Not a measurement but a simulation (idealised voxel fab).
process module | voxel wiring stack
cross-section cut | 250 nm wide | cells 5 nm
A cross-section is a grid of square cells, given in bands from the top down. A band is one or more rows of cells.
Each band's line starts with the height of the band's top and of its bottom, in nm. Then come its materials from left to right, each with its width in nm. One material with "throughout" fills the band from edge to edge. "air" is empty space.
Height 0 is the level under which the wafer as received is all one material. The lowest band goes on downwards, as in "0 down".
A width such as "30 to 40" changes by the same amount from each row of cells to the next, from the band's top row to its bottom row.
"no change" after a step means that no cell of the cross-section changed.
closed voids: empty space of 8 cells or more with no open way to the top, each as width x height at its distance from the left edge, in nm
after a step's settings: what the simulator itself notes on the step
overlay nm, on a step with a mask: how far to the right of its planned place the mask lay; to the left if negative
plan
1 op RECEIVE | material Si
2 op CONFORMAL_DEP | material SiO2 | thk nm 10
3 op CONFORMAL_DEP | material SiN | thk nm 5
4 op DIRECTIONAL_DEP | material lowk | thk nm 15
5 op PATTERN | tone open | mask id METAL_1 | material resist | width nm 20 | pitch nm 35 | thk nm 20 | overlay nm 0
6 op DIRECTIONAL_ETCH | etch materials lowk | depth nm 15
7 op DIRECTIONAL_ETCH | etch materials SiN | depth nm 5
8 op STRIP | etch materials resist
9 op CONFORMAL_DEP | material TiN | thk nm 5
10 op FILL_DEP | material Ru | thk nm 10
11 op CMP | height nm 30
12 op EPI | material Ru | thk nm 5
13 op FILL_DEP | material SiCN | thk nm 5
14 op DIRECTIONAL_DEP | material lowk | thk nm 10
15 op DIRECTIONAL_DEP | material aC | thk nm 15
16 op PATTERN | tone open | mask id PLUG_1 | material resist | width nm 15 | pitch nm 70 | thk nm 30 | overlay nm 0
17 op DIRECTIONAL_ETCH | etch materials aC | depth nm 15
18 op STRIP | etch materials resist
19 op DIRECTIONAL_ETCH | etch materials lowk | depth nm 10
20 op DIRECTIONAL_ETCH | etch materials SiCN | depth nm 5
21 op STRIP | etch materials aC
22 op EPI | material Ru | thk nm 10
23 op EPI | material Ru | thk nm 5
24 op DIRECTIONAL_DEP | material TiN | thk nm 5
25 op DIRECTIONAL_DEP | material W | thk nm 15
26 op MASKED_ETCH | tone cover | mask id METAL_2 | width nm 20 | pitch nm 35 | etch materials W | depth nm 15 | overlay nm 0
27 op MASKED_ETCH | tone cover | mask id METAL_2 | width nm 20 | pitch nm 35 | etch materials TiN | depth nm 5 | overlay nm 0
28 op CONFORMAL_DEP | material SiCN | thk nm 5
29 op FILL_DEP | material lowk | thk nm 10
30 op CMP | height nm 70
31 op CONFORMAL_DEP | material SiCN | thk nm 5
32 op DIRECTIONAL_DEP | material lowk | thk nm 15
33 op PATTERN | tone open | mask id PLUG_2 | material resist | width nm 15 | pitch nm 35 | thk nm 20 | overlay nm 0
34 op DIRECTIONAL_ETCH | etch materials lowk | depth nm 5
35 op DIRECTIONAL_ETCH | etch materials SiCN | depth nm 5
36 op STRIP | etch materials resist
37 op CONFORMAL_DEP | material TiN | thk nm 5
38 op FILL_DEP | material Ru | thk nm 10
39 op CMP | height nm 90
40 op DIRECTIONAL_DEP | material TiN | thk nm 5
41 op DIRECTIONAL_DEP | material W | thk nm 25
42 op PATTERN | tone cover | mask id METAL_3 | material resist | width nm 20 | pitch nm 35 | thk nm 20 | overlay nm 0
43 op DIRECTIONAL_ETCH | etch materials W | depth nm 25
44 op DIRECTIONAL_ETCH | etch materials TiN | depth nm 5
45 op STRIP | etch materials resist
46 op FILL_DEP | material SiO2 | thk nm 10
47 op CMP | height nm 120
48 op CONFORMAL_DEP | material SiCN | thk nm 5
varied across the wafers: depth nm of step 34. The plan shows the first wafer's value. All wafers start alike
first wafer as received, after step 1
  0 down: Si throughout
  closed voids: none
each wafer at the end: cells of each material gained (+) or lost (-) since it was received, then its closed voids
depth nm 5 | +66 Ru | +228 SiCN | +34 SiN | +304 SiO2 | +84 TiN | +128 W | +406 lowk | closed voids: none
depth nm 10 | +70 Ru | +228 SiCN | +34 SiN | +304 SiO2 | +92 TiN | +128 W | +394 lowk | closed voids: none
depth nm 15 | +78 Ru | +216 SiCN | +34 SiN | +304 SiO2 | +108 TiN | +128 W | +382 lowk | closed voids: none
depth nm 20 | +78 Ru | +216 SiCN | +34 SiN | +304 SiO2 | +108 TiN | +128 W | +382 lowk | closed voids: none
depth nm 25 | +78 Ru | +216 SiCN | +34 SiN | +304 SiO2 | +108 TiN | +128 W | +382 lowk | closed voids: none
depth nm 30 | +78 Ru | +216 SiCN | +34 SiN | +304 SiO2 | +108 TiN | +128 W | +382 lowk | closed voids: none
